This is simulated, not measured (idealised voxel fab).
Herein follows the process module entitled voxel gate over fins.
290 nm wide, 5 nm square cells: that's cross-section cut.
If you're reading a cross-section in this doc, picture square cells in a grid; it comes to you as bands, top ones listed first down to the bottom, and a band can be one or more rows of cells. Read a band's entry like this: the first values are the height of its top and the height of its bottom in nm, and what follows is the sequence of materials from left to right, each with its width in nm. Note that "air" is empty space, and that a single material marked "edge to edge" reaches across the band from edge to edge. Heights are expressed relative to 0, this being the level below which the as-received wafer comprises one material exclusively. The lowest band is unbounded in the downward direction and is denoted as in "0 -> down". Read "30 to 40" as a graded width: first number on top, second number at the bottom, same change between each pair of neighbouring rows. Key: "changes: none" - step with no changed cell in the cross-section. "Sealed internal voids" lists enclosed empty spaces (at least 8 cells, no open path upward to the top), each as width x height at distance from the left edge, in nm. It should be noted that, on the line of a given step, the content following the step's settings is a remark produced by the simulator itself with respect to that step. overlay nm: on a step with a mask, how far right of its planned place the mask lay; negative means left.
The process steps that were planned are listed below
1: RECEIVE with material Si
2: CONFORMAL_DEP with material SiN, thk nm 5
3: PATTERN with tone cover, mask id FINS, material resist, width nm 15, pitch nm 45, thk nm 15, overlay nm 0
4: DIRECTIONAL_ETCH with etch materials SiN, depth nm 5
5: DIRECTIONAL_ETCH with etch materials Si, depth nm 30
6: STRIP with etch materials resist
7: OXIDIZE with depth nm 5
8: FILL_DEP with material SiO2, thk nm 5
9: CMP with height nm 5
10: SELECTIVE_ETCH with etch materials SiO2, depth nm 15
11: STRIP with etch materials SiN
12: CONFORMAL_DEP with material HfO2, thk nm 5
13: CONFORMAL_DEP with material TiN, thk nm 5
14: FILL_DEP with material W, thk nm 15
15: CMP with height nm 20
16: CONFORMAL_DEP with material SiCN, thk nm 10
Quick note for whoever runs this: the wafers start identical, but the width nm at step 3 isn't the same across them. The plan just shows what the first wafer had.
first wafer as received, after step 1
0 -> down  Si edge to edge
Sealed internal voids: none
Here is the cross-section of the first of several wafers at the end of the module, after its last step, step 16
30 -> 20  SiCN edge to edge
20 -> 10  W edge to edge
10 -> 5  85 of W; 25 of TiN; 20 of W; 25 of TiN; 20 of W; 25 of TiN; 90 of W
5 -> 0  85 of W; 5 of TiN; 15 of HfO2; 5 of TiN; 20 of W; 5 of TiN; 15 of HfO2; 5 of TiN; 20 of W; 5 of TiN; 15 of HfO2; 5 of TiN; 90 of W
0 -> -5  90 of TiN; 5 of HfO2; 5 of Si; 5 of HfO2; 30 of TiN; 5 of HfO2; 5 of Si; 5 of HfO2; 30 of TiN; 5 of HfO2; 5 of Si; 5 of HfO2; 95 of TiN
-5 -> -10  95 of HfO2; 5 of Si; 40 of HfO2; 5 of Si; 40 of HfO2; 5 of Si; 100 of HfO2
-10 -> -35  95 of SiO2; 5 of Si; 40 of SiO2; 5 of Si; 40 of SiO2; 5 of Si; 100 of SiO2
-35 -> down  Si edge to edge
Sealed internal voids: none
Here's the last wafer cross-sectioned at the end of the module
30 -> 20  SiCN edge to edge
20 -> 10  W edge to edge
10 -> 5  80 of W; 40 of TiN; 5 of W; 40 of TiN; 5 of W; 40 of TiN; 80 of W
5 -> 0  80 of W; 5 of TiN; 30 of HfO2; 5 of TiN; 5 of W; 5 of TiN; 30 of HfO2; 5 of TiN; 5 of W; 5 of TiN; 30 of HfO2; 5 of TiN; 80 of W
0 -> -5  85 of TiN; 5 of HfO2; 20 of Si; 5 of HfO2; 15 of TiN; 5 of HfO2; 20 of Si; 5 of HfO2; 15 of TiN; 5 of HfO2; 20 of Si; 5 of HfO2; 85 of TiN
-5 -> -10  90 of HfO2; 20 of Si; 25 of HfO2; 20 of Si; 25 of HfO2; 20 of Si; 90 of HfO2
-10 -> -35  90 of SiO2; 20 of Si; 25 of SiO2; 20 of Si; 25 of SiO2; 20 of Si; 90 of SiO2
-35 -> down  Si edge to edge
Sealed internal voids: none
Tabulated below, wafer by wafer, are the end-of-module results: for each material, the number of cells gained (+) or lost (-) relative to the as-received state, followed by the closed voids
width nm 15; +70 HfO2; -385 Si; +116 SiCN; +275 SiO2; +70 TiN; +202 W; Sealed internal voids: none
width nm 20; +70 HfO2; -364 Si; +116 SiCN; +260 SiO2; +70 TiN; +196 W; Sealed internal voids: none
width nm 25; +70 HfO2; -343 Si; +116 SiCN; +245 SiO2; +70 TiN; +190 W; Sealed internal voids: none
width nm 30; +70 HfO2; -322 Si; +116 SiCN; +230 SiO2; +70 TiN; +184 W; Sealed internal voids: none
